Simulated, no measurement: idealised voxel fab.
Process module under the name voxel local oxidation
Square cell edge 5 nm, section width 160 nm, ID cut.
For the purposes of this document, a cross-section shall be understood as a grid of square cells, specified as bands listed in top-to-bottom order, each band consisting of one or more rows of cells. This entry defines a band. It first specifies the height of the band's top and the height of its bottom in nm, and then specifies the band's materials from left to right, stating each material with its width in nm. The word "full width" identifies a single material that fills the band from edge to edge, while the word "blank" identifies empty space. Heights are measured from 0, the level below which the as-received wafer is all one material; the lowest band has no bottom and continues downward, written as in "0 nm and below". Think of "30->40" as a width that walks from the first number to the second as you go down the band, top row to bottom row, taking equal-sized steps from row to row. Basically "changes: none" means that step didn't change any cell in the cross-section. Each empty space that has no open way to the top and spans at least 8 cells appears under "Tabulated closed voids" as width x height at distance, the distance counted from the left edge, all in nm. Post-settings text on a step line: simulator's own remark regarding the step. The setting "overlay nm" may be written on the line of a step. When the step uses a mask, the value reports how far to the right of the planned place the mask lay, and a negative value reports that it lay to the left.

THIS SECTION LISTS THE PROCESS STEPS THAT WERE PLANNED
| 1 | RECEIVE with material Si |
| 2 | CONFORMAL_DEP with material SiO2, thk nm 5 |
| 3 | CONFORMAL_DEP with material SiN, thk nm 15 |
| 4 | PATTERN with tone cover, mask id ACTIVE, material resist, width nm 115, thk nm 20, overlay nm 0 |
| 5 | DIRECTIONAL_ETCH with etch materials SiN, depth nm 15 |
| 6 | STRIP with etch materials resist |
| 7 | SELECTIVE_ETCH with etch materials SiO2, depth nm 5 |
| 8 | OXIDIZE with depth nm 15 |
| 9 | STRIP with etch materials SiN |

WAFER AS RECEIVED: CROSS-SECTION FOLLOWING STEP 1
    0 nm and below = Si full width
    Tabulated closed voids: none

POST-MODULE CROSS-SECTION OF THE FIRST OF TWO WAFERS (RUN PER PLAN)
    5 nm to 0 nm = blank 25 nm; SiO2 105 nm; blank 30 nm
    0 nm to -15 nm = SiO2 40 nm; Si 75 nm; SiO2 45 nm
    -15 nm and below = Si full width
    Tabulated closed voids: none

CROSS-SECTIONAL VIEW OF THE SECOND OF TWO WAFERS UPON COMPLETION OF THE MODULE. THIS WAFER SHARED ITS STARTING CONDITION AND PROCESS PLAN WITH THE FIRST; ONE ERROR WAS MADE DURING ITS EXECUTION
    15 nm to 0 nm = SiO2 full width
    0 nm and below = Si full width
    Tabulated closed voids: none
Heads up, the wafer didn't run the way we planned it: step 3 was not run as planned; what actually ran was CONFORMAL_DEP with material SiO2, thk nm 15
Final tally in cells, some materials are higher or lower on the second wafer than on the first: Si: 51 more, SiO2: 24 more
